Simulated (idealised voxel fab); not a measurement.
process module | voxel self aligned vias
cross-section cut | 265 nm wide | cells 5 nm
A cross-section is a grid of square cells, given in bands from the top down. A band is one or more rows of cells.
Each band's line starts with the height of the band's top and of its bottom, in nm. Then come its materials from left to right, each with its width in nm. One material with "throughout" fills the band from edge to edge. "air" is empty space.
Height 0 is the level under which the wafer as received is all one material. The lowest band goes on downwards, as in "0 down".
A width such as "30 to 40" changes by the same amount from each row of cells to the next, from the band's top row to its bottom row.
"no change" after a step means that no cell of the cross-section changed.
closed voids: empty space of 8 cells or more with no open way to the top, each as width x height at its distance from the left edge, in nm
after a step's settings: what the simulator itself notes on the step
overlay nm, on a step with a mask: how far to the right of its planned place the mask lay; to the left if negative
plan
1 op RECEIVE | material Si
2 op CONFORMAL_DEP | material SiO2 | thk nm 10
3 op CONFORMAL_DEP | material SiCN | thk nm 5
4 op DIRECTIONAL_DEP | material SiO2 | thk nm 20
5 op MASKED_ETCH | tone open | mask id LINES | width nm 20 | pitch nm 60 | etch materials SiO2 | depth nm 20 | overlay nm 0
6 op CONFORMAL_DEP | material TiN | thk nm 5
7 op FILL_DEP | material Ru | thk nm 10
8 op CMP | height nm 35
9 op SELECTIVE_ETCH | etch materials W Ru TiN | depth nm 10
10 op FILL_DEP | material SiN | thk nm 5
11 op CMP | height nm 35
12 op DIRECTIONAL_DEP | material SiO2 | thk nm 20
13 op PATTERN | tone open | mask id VIAS | material resist | width nm 20 | pitch nm 60 | thk nm 20 | overlay nm 0
14 op DIRECTIONAL_ETCH | etch materials SiO2 | depth nm 20
15 op DIRECTIONAL_ETCH | etch materials SiN | depth nm 10
16 op STRIP | etch materials resist
17 op CONFORMAL_DEP | material TiN | thk nm 5
18 op FILL_DEP | material Ru | thk nm 10
19 op CMP | height nm 55
20 op CONFORMAL_DEP | material SiCN | thk nm 5
varied across the wafers: width nm of step 13. The plan shows the first wafer's value. All wafers start alike
first wafer as received, after step 1
  0 down: Si throughout
  closed voids: none
each wafer at the end: cells of each material gained (+) or lost (-) since it was received, then its closed voids
width nm 20 | +24 Ru | +106 SiCN | +466 SiO2 | +40 TiN | closed voids: none
width nm 25 | +30 Ru | +106 SiCN | +458 SiO2 | +42 TiN | closed voids: none
width nm 30 | +36 Ru | +106 SiCN | +450 SiO2 | +44 TiN | closed voids: none
width nm 35 | +42 Ru | +106 SiCN | +442 SiO2 | +46 TiN | closed voids: none
width nm 40 | +48 Ru | +106 SiCN | +434 SiO2 | +48 TiN | closed voids: none
width nm 45 | +54 Ru | +106 SiCN | +426 SiO2 | +50 TiN | closed voids: none
